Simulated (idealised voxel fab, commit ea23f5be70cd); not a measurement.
process module | voxel wiring stack
cross-section cut | 285 nm wide | cells 5 nm
A cross-section is a grid of square cells, given in bands from the top down. A band is one or more rows of cells.
Each band's line starts with the height of the band's top and of its bottom, in nm. Then come its materials from left to right, each with its width in nm. One material with "throughout" fills the band from edge to edge. "air" is empty space.
Height 0 is the level under which the wafer as received is all one material. The lowest band goes on downwards, as in "0 down".
A width such as "30 to 40" changes by the same amount from each row of cells to the next, from the band's top row to its bottom row.
"no change" after a step means that no cell of the cross-section changed.
closed voids: empty space of 8 cells or more with no open way to the top, each as width x height at its distance from the left edge, in nm
after a step's settings: what the simulator itself notes on the step
overlay nm, on a step with a mask: how far to the right of its planned place the mask lay; to the left if negative
plan
1 op RECEIVE | material Si
2 op CONFORMAL_DEP | material SiO2 | thk nm 15
3 op CONFORMAL_DEP | material SiCN | thk nm 5
4 op DIRECTIONAL_DEP | material SiO2 | thk nm 25
5 op PATTERN | tone open | mask id METAL_1 | material resist | width nm 25 | pitch nm 45 | thk nm 20 | overlay nm 0
6 op DIRECTIONAL_ETCH | etch materials SiO2 | depth nm 25
7 op DIRECTIONAL_ETCH | etch materials SiCN | depth nm 5
8 op STRIP | etch materials resist
9 op CONFORMAL_DEP | material TiN | thk nm 5
10 op FILL_DEP | material Cu | thk nm 10
11 op CMP | height nm 45
12 op CONFORMAL_DEP | material SiCN | thk nm 5
13 op DIRECTIONAL_DEP | material lowk | thk nm 35
14 op PATTERN | tone open | mask id METAL_2 | material resist | width nm 25 | pitch nm 45 | thk nm 15 | overlay nm 0
15 op DIRECTIONAL_ETCH | etch materials lowk | depth nm 20
16 op STRIP | etch materials resist
17 op MASKED_ETCH | tone open | mask id METAL_2_HOLES | width nm 15 | etch materials lowk | depth nm 15 | overlay nm 0
18 op MASKED_ETCH | tone open | mask id METAL_2_HOLES | width nm 15 | etch materials SiCN | depth nm 5 | overlay nm 0
19 op CONFORMAL_DEP | material TiN | thk nm 5
20 op FILL_DEP | material Ru | thk nm 10
21 op CMP | height nm 85
22 op CONFORMAL_DEP | material SiN | thk nm 5
as received, after step 1
  0 down: Si throughout
  closed voids: none
first wafer at the end, as planned
  90 to 85: SiN throughout
  85 to 70: lowk 105 | TiN 5 | Ru 15 | TiN 5 | lowk 20 | TiN 5 | Ru 15 | TiN 5 | lowk 110
  70 to 65: lowk 105 | TiN 5 | Ru 5 | TiN 15 | lowk 20 | TiN 25 | lowk 110
  65 to 50: lowk 105 | TiN 5 | Ru 5 | TiN 5 | lowk 165
  50 to 45: SiCN 105 | TiN 15 | SiCN 165
  45 to 20: SiO2 105 | TiN 5 | Cu 15 | TiN 5 | SiO2 20 | TiN 5 | Cu 15 | TiN 5 | SiO2 110
  20 to 15: SiCN 105 | TiN 25 | SiCN 20 | TiN 25 | SiCN 110
  15 to 0: SiO2 throughout
  0 down: Si throughout
  closed voids: none
second wafer at the end: like start, like plan, one mistake
  90 to 85: lowk throughout
  85 to 70: lowk 105 | TiN 5 | Ru 15 | TiN 5 | lowk 20 | TiN 5 | Ru 15 | TiN 5 | lowk 110
  70 to 65: lowk 105 | TiN 5 | Ru 5 | TiN 15 | lowk 20 | TiN 25 | lowk 110
  65 to 50: lowk 105 | TiN 5 | Ru 5 | TiN 5 | lowk 165
  50 to 45: SiCN 105 | TiN 15 | SiCN 165
  45 to 20: SiO2 105 | TiN 5 | Cu 15 | TiN 5 | SiO2 20 | TiN 5 | Cu 15 | TiN 5 | SiO2 110
  20 to 15: SiCN 105 | TiN 25 | SiCN 20 | TiN 25 | SiCN 110
  15 to 0: SiO2 throughout
  0 down: Si throughout
  closed voids: none
what went wrong: step 22 ran as: op CONFORMAL_DEP | material lowk | thk nm 5
at the end the second wafer has, in cells: 57 fewer of SiN | 57 more of lowk
